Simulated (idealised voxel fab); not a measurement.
Process module name: voxel self aligned vias
FYI the section here is cut, 295 nm wide, cells are 5 nm squares.
Just so we're on the same page, the cross-sections are grids of square cells, and they're listed out in bands top to bottom, each band one or more rows deep.
Basically the band line says how high the top is and how high the bottom is, in nm, and then what's in it from left to right, every material with its width in nm. Empty space shows up as "empty", and if a single material carries "throughout" it runs the full band edge to edge.
Note: height 0 marks the level under which the wafer is uniformly one material as received. Lowest band unbounded below, written "0..down".
Per-row width for "30..40": begins at first number (top row of band), ends at second number (bottom row), increment between rows held constant.
Basically "identical to before" means that step didn't change any cell in the cross-section.
The list in "Enclosed voids" covers empty spaces of 8 cells or more that cannot reach the top through any open way, and it gives each as width x height at distance; the distance is from the left edge, and width, height and distance are in nm.
Formally, on a step line, whatever follows the settings is a remark that the simulator itself makes on the step.
You can add "overlay nm" to a step's line. For a step with a mask, it describes how far the mask lay to the right of its planned position, and a negative number describes a lay to the left.
Set out below are the planned steps of the process
1. RECEIVE,material Si
2. CONFORMAL_DEP,material SiO2,thk nm 15
3. CONFORMAL_DEP,material SiCN,thk nm 5
4. DIRECTIONAL_DEP,material lowk,thk nm 20
5. PATTERN,tone open,mask id LINES,material resist,width nm 30,pitch nm 55,thk nm 15,overlay nm 0
6. DIRECTIONAL_ETCH,etch materials lowk,depth nm 20
7. STRIP,etch materials resist
8. CONFORMAL_DEP,material TiN,thk nm 5
9. FILL_DEP,material W,thk nm 10
10. CMP,height nm 40
11. SELECTIVE_ETCH,etch materials W Ru TiN,depth nm 5
12. FILL_DEP,material SiN,thk nm 5
13. CMP,height nm 40
14. DIRECTIONAL_DEP,material lowk,thk nm 15
15. MASKED_ETCH,tone open,mask id VIAS,width nm 40,pitch nm 110,etch materials lowk,depth nm 15,overlay nm 0
16. MASKED_ETCH,tone open,mask id VIAS,width nm 40,pitch nm 110,etch materials SiN,depth nm 5,overlay nm 0
17. CONFORMAL_DEP,material TiN,thk nm 5
18. FILL_DEP,material W,thk nm 5
19. CMP,height nm 55
20. CONFORMAL_DEP,material SiCN,thk nm 5
The first of the two wafers, which ran as planned
Cross-section of the wafer as it came to us, i.e., already through step 1
	0..down: Si throughout
	Enclosed voids: none
Step 2 complete: cross-section through the wafer
	15..0: SiO2 throughout
	Below 0 it's all the same as before, nothing changed down there.
Step 3 complete: cross-section through the wafer
	20..15: SiCN throughout
	Below 15 it's all the same as before, nothing changed down there.
Step 4 complete: cross-section through the wafer
	40..20: lowk throughout
	Below 20 it's all the same as before, nothing changed down there.
Step 5 complete: cross-section through the wafer
	55..40: resist=75, empty=30, resist=25, empty=30, resist=25, empty=30, resist=80
	Below 40 it's all the same as before, nothing changed down there.
Step 6 complete: cross-section through the wafer
	55..40: resist=75, empty=30, resist=25, empty=30, resist=25, empty=30, resist=80
	40..20: lowk=75, empty=30, lowk=25, empty=30, lowk=25, empty=30, lowk=80
	Below 20 it's all the same as before, nothing changed down there.
Step 7 complete: cross-section through the wafer
	40..20: lowk=75, empty=30, lowk=25, empty=30, lowk=25, empty=30, lowk=80
	Below 20 it's all the same as before, nothing changed down there.
Step 8 complete: cross-section through the wafer
	45..40: TiN=80, empty=20, TiN=35, empty=20, TiN=35, empty=20, TiN=85
	40..25: lowk=75, TiN=5, empty=20, TiN=5, lowk=25, TiN=5, empty=20, TiN=5, lowk=25, TiN=5, empty=20, TiN=5, lowk=80
	25..20: lowk=75, TiN=30, lowk=25, TiN=30, lowk=25, TiN=30, lowk=80
	Below 20 it's all the same as before, nothing changed down there.
Step 9 complete: cross-section through the wafer
	55..45: W throughout
	45..40: TiN=80, W=20, TiN=35, W=20, TiN=35, W=20, TiN=85
	40..25: lowk=75, TiN=5, W=20, TiN=5, lowk=25, TiN=5, W=20, TiN=5, lowk=25, TiN=5, W=20, TiN=5, lowk=80
	Below 25 it's all the same as before, nothing changed down there.
Step 10 complete: cross-section through the wafer
	40..25: lowk=75, TiN=5, W=20, TiN=5, lowk=25, TiN=5, W=20, TiN=5, lowk=25, TiN=5, W=20, TiN=5, lowk=80
	Below 25 it's all the same as before, nothing changed down there.
Step 11 complete: cross-section through the wafer
	40..35: lowk=75, empty=30, lowk=25, empty=30, lowk=25, empty=30, lowk=80
	Below 35 it's all the same as before, nothing changed down there.
Step 12 complete: cross-section through the wafer
	45..40: SiN throughout
	40..35: lowk=75, SiN=30, lowk=25, SiN=30, lowk=25, SiN=30, lowk=80
	Below 35 it's all the same as before, nothing changed down there.
Step 13 complete: cross-section through the wafer
	40..35: lowk=75, SiN=30, lowk=25, SiN=30, lowk=25, SiN=30, lowk=80
	Below 35 it's all the same as before, nothing changed down there.
Step 14 complete: cross-section through the wafer
	55..40: lowk throughout
	Below 40 it's all the same as before, nothing changed down there.
Step 15 complete: cross-section through the wafer
	55..40: lowk=70, empty=40, lowk=70, empty=40, lowk=75
	Below 40 it's all the same as before, nothing changed down there.
Step 16 complete: cross-section through the wafer
	55..40: lowk=70, empty=40, lowk=70, empty=40, lowk=75
	40..35: lowk=75, empty=30, lowk=25, SiN=30, lowk=25, empty=30, lowk=80
	Below 35 it's all the same as before, nothing changed down there.
Step 17 complete: cross-section through the wafer
	60..55: TiN=75, empty=30, TiN=80, empty=30, TiN=80
	55..45: lowk=70, TiN=5, empty=30, TiN=5, lowk=70, TiN=5, empty=30, TiN=5, lowk=75
	45..40: lowk=70, TiN=10, empty=20, TiN=10, lowk=70, TiN=10, empty=20, TiN=10, lowk=75
	40..35: lowk=75, TiN=30, lowk=25, SiN=30, lowk=25, TiN=30, lowk=80
	Below 35 it's all the same as before, nothing changed down there.
Step 18 complete: cross-section through the wafer
	65..60: W throughout
	60..55: TiN=75, W=30, TiN=80, W=30, TiN=80
	55..45: lowk=70, TiN=5, W=30, TiN=5, lowk=70, TiN=5, W=30, TiN=5, lowk=75
	45..40: lowk=70, TiN=10, W=20, TiN=10, lowk=70, TiN=10, W=20, TiN=10, lowk=75
	Below 40 it's all the same as before, nothing changed down there.
Step 19 complete: cross-section through the wafer
	55..45: lowk=70, TiN=5, W=30, TiN=5, lowk=70, TiN=5, W=30, TiN=5, lowk=75
	Below 45 it's all the same as before, nothing changed down there.
Step 20 complete: cross-section through the wafer
	60..55: SiCN throughout
	Below 55 it's all the same as before, nothing changed down there.
The Second Wafer: Common Origin and Plan, One Mistake in Execution, Identical to the First Through Step 4
Look at the second wafer in cross-section at the time step 5 ought to have finished
	55..40: resist=80, empty=25, resist=30, empty=25, resist=30, empty=25, resist=80
	Below 40 it's all the same as before, nothing changed down there.
Look at the second wafer in cross-section at the time step 6 ought to have finished
	55..40: resist=80, empty=25, resist=30, empty=25, resist=30, empty=25, resist=80
	40..20: lowk=80, empty=25, lowk=30, empty=25, lowk=30, empty=25, lowk=80
	Below 20 it's all the same as before, nothing changed down there.
Look at the second wafer in cross-section at the time step 7 ought to have finished
	40..20: lowk=80, empty=25, lowk=30, empty=25, lowk=30, empty=25, lowk=80
	Below 20 it's all the same as before, nothing changed down there.
Look at the second wafer in cross-section at the time step 8 ought to have finished
	45..40: TiN=85, empty=15, TiN=40, empty=15, TiN=40, empty=15, TiN=85
	40..25: lowk=80, TiN=5, empty=15, TiN=5, lowk=30, TiN=5, empty=15, TiN=5, lowk=30, TiN=5, empty=15, TiN=5, lowk=80
	25..20: lowk=80, TiN=25, lowk=30, TiN=25, lowk=30, TiN=25, lowk=80
	Below 20 it's all the same as before, nothing changed down there.
Look at the second wafer in cross-section at the time step 9 ought to have finished
	55..45: W throughout
	45..40: TiN=85, W=15, TiN=40, W=15, TiN=40, W=15, TiN=85
	40..25: lowk=80, TiN=5, W=15, TiN=5, lowk=30, TiN=5, W=15, TiN=5, lowk=30, TiN=5, W=15, TiN=5, lowk=80
	Below 25 it's all the same as before, nothing changed down there.
Look at the second wafer in cross-section at the time step 10 ought to have finished
	40..25: lowk=80, TiN=5, W=15, TiN=5, lowk=30, TiN=5, W=15, TiN=5, lowk=30, TiN=5, W=15, TiN=5, lowk=80
	Below 25 it's all the same as before, nothing changed down there.
Look at the second wafer in cross-section at the time step 11 ought to have finished
	40..35: lowk=80, empty=25, lowk=30, empty=25, lowk=30, empty=25, lowk=80
	Below 35 it's all the same as before, nothing changed down there.
Look at the second wafer in cross-section at the time step 12 ought to have finished
	45..40: SiN throughout
	40..35: lowk=80, SiN=25, lowk=30, SiN=25, lowk=30, SiN=25, lowk=80
	Below 35 it's all the same as before, nothing changed down there.
Look at the second wafer in cross-section at the time step 13 ought to have finished
	40..35: lowk=80, SiN=25, lowk=30, SiN=25, lowk=30, SiN=25, lowk=80
	Below 35 it's all the same as before, nothing changed down there.
Look at the second wafer in cross-section at the time step 14 ought to have finished
	55..40: lowk throughout
	Below 40 it's all the same as before, nothing changed down there.
Look at the second wafer in cross-section at the time step 15 ought to have finished
	55..40: lowk=70, empty=40, lowk=70, empty=40, lowk=75
	Below 40 it's all the same as before, nothing changed down there.
Look at the second wafer in cross-section at the time step 16 ought to have finished
	55..40: lowk=70, empty=40, lowk=70, empty=40, lowk=75
	40..35: lowk=80, empty=25, lowk=30, SiN=25, lowk=30, empty=25, lowk=80
	Below 35 it's all the same as before, nothing changed down there.
Look at the second wafer in cross-section at the time step 17 ought to have finished
	60..55: TiN=75, empty=30, TiN=80, empty=30, TiN=80
	55..45: lowk=70, TiN=5, empty=30, TiN=5, lowk=70, TiN=5, empty=30, TiN=5, lowk=75
	45..40: lowk=70, TiN=15, empty=15, TiN=10, lowk=70, TiN=15, empty=15, TiN=10, lowk=75
	40..35: lowk=80, TiN=25, lowk=30, SiN=25, lowk=30, TiN=25, lowk=80
	Below 35 it's all the same as before, nothing changed down there.
Look at the second wafer in cross-section at the time step 18 ought to have finished
	65..60: W throughout
	60..55: TiN=75, W=30, TiN=80, W=30, TiN=80
	55..45: lowk=70, TiN=5, W=30, TiN=5, lowk=70, TiN=5, W=30, TiN=5, lowk=75
	45..40: lowk=70, TiN=15, W=15, TiN=10, lowk=70, TiN=15, W=15, TiN=10, lowk=75
	Below 40 it's all the same as before, nothing changed down there.
Look at the second wafer in cross-section at the time step 19 ought to have finished
	55..45: lowk=70, TiN=5, W=30, TiN=5, lowk=70, TiN=5, W=30, TiN=5, lowk=75
	Below 45 it's all the same as before, nothing changed down there.
Look at the second wafer in cross-section at the time step 20 ought to have finished
	60..55: SiCN throughout
	Below 55 it's all the same as before, nothing changed down there.
What went wrong in running the wafer? step 5 ran as: PATTERN,tone open,mask id LINES,material resist,width nm 25,pitch nm 55,thk nm 15,overlay nm 0
Bottom line after processing is that, in cells, the second wafer is up or down on some materials versus the first: SiN -1, TiN -3, W -8, lowk +12
